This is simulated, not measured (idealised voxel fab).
A process module follows: voxel self aligned vias.
The figure presents cross-section cut, which has a width of 205 nm and is divided into square cells with an edge length of 5 nm.
Cross-section layout: square cells on a grid; listed as bands, top to bottom; a band spans one or more cell rows.
First you get the band's top height and its bottom height, in nm, and then the materials it's made of, left to right, with each width in nm. If you see a single material with "edge to edge", that one covers the band edge to edge. "empty" is empty space.
Height reference: 0 = level under which incoming wafer is all one material. Lowest band: no bottom, runs on downward, e.g. "from 0 down".
A width such as "30 to 40" changes by the same amount from each row of cells to the next, from the band's top row to its bottom row.
The cross-section has no changed cell in any step marked "nothing was modified".
"Sealed void listing" means: voids of 8 cells or more that are shut off from the top with no open way through. Written width x height at distance, distance from the left edge, in nm.
Anything after a step's settings on that line? It's the simulator's own note about the step.
For masked steps, "overlay nm" on the step line gives how far right of plan the mask actually lay; a minus sign means it lay to the left.
[The following list gives the planned process steps]
1. RECEIVE | material Si
2. CONFORMAL_DEP | material SiO2 | thk nm 10
3. CONFORMAL_DEP | material SiCN | thk nm 5
4. DIRECTIONAL_DEP | material lowk | thk nm 30
5. DIRECTIONAL_DEP | material aC | thk nm 10
6. PATTERN | tone open | mask id LINES | material resist | width nm 25 | pitch nm 60 | thk nm 25 | overlay nm 0
7. DIRECTIONAL_ETCH | etch materials aC | depth nm 10
8. STRIP | etch materials resist
9. DIRECTIONAL_ETCH | etch materials lowk | depth nm 30
10. STRIP | etch materials aC
11. CONFORMAL_DEP | material TiN | thk nm 5
12. FILL_DEP | material W | thk nm 5
13. CMP | height nm 45
14. SELECTIVE_ETCH | etch materials W Ru TiN | depth nm 10
15. FILL_DEP | material SiN | thk nm 10
16. CMP | height nm 45
17. DIRECTIONAL_DEP | material lowk | thk nm 15
18. PATTERN | tone open | mask id VIAS | material resist | width nm 45 | pitch nm 60 | thk nm 15 | overlay nm -15
19. DIRECTIONAL_ETCH | etch materials lowk | depth nm 15
20. DIRECTIONAL_ETCH | etch materials SiN | depth nm 10
21. STRIP | etch materials resist
22. CONFORMAL_DEP | material TiN | thk nm 5
23. FILL_DEP | material Ru | thk nm 10
24. CMP | height nm 60
25. CONFORMAL_DEP | material SiN | thk nm 5
The wafers are alike at the start. At step 18, their overlay nm differs. The plan lists the first wafer's value.
[This is how the first of several wafers looked in cross-section when it arrived, which is after step 1]
> from 0 down: Si edge to edge
> Sealed void listing: none
[Per-wafer rows below. For each material: cells gained (+) or lost (-) since the wafer was received, as of end of module. Then: closed voids]
overlay nm -15; +36 Ru; +41 SiCN; +45 SiN; +82 SiO2; +56 TiN; +18 W; +255 lowk; Sealed void listing: none
overlay nm -10; +40 Ru; +41 SiCN; +41 SiN; +82 SiO2; +56 TiN; +18 W; +255 lowk; Sealed void listing: none
overlay nm -5; +40 Ru; +41 SiCN; +41 SiN; +82 SiO2; +56 TiN; +18 W; +255 lowk; Sealed void listing: none
overlay nm 0; +40 Ru; +41 SiCN; +41 SiN; +82 SiO2; +56 TiN; +18 W; +255 lowk; Sealed void listing: none
overlay nm 5; +40 Ru; +41 SiCN; +41 SiN; +82 SiO2; +56 TiN; +18 W; +255 lowk; Sealed void listing: none
overlay nm 10; +40 Ru; +41 SiCN; +41 SiN; +82 SiO2; +56 TiN; +18 W; +255 lowk; Sealed void listing: none
overlay nm 15; +36 Ru; +41 SiCN; +45 SiN; +82 SiO2; +56 TiN; +18 W; +255 lowk; Sealed void listing: none
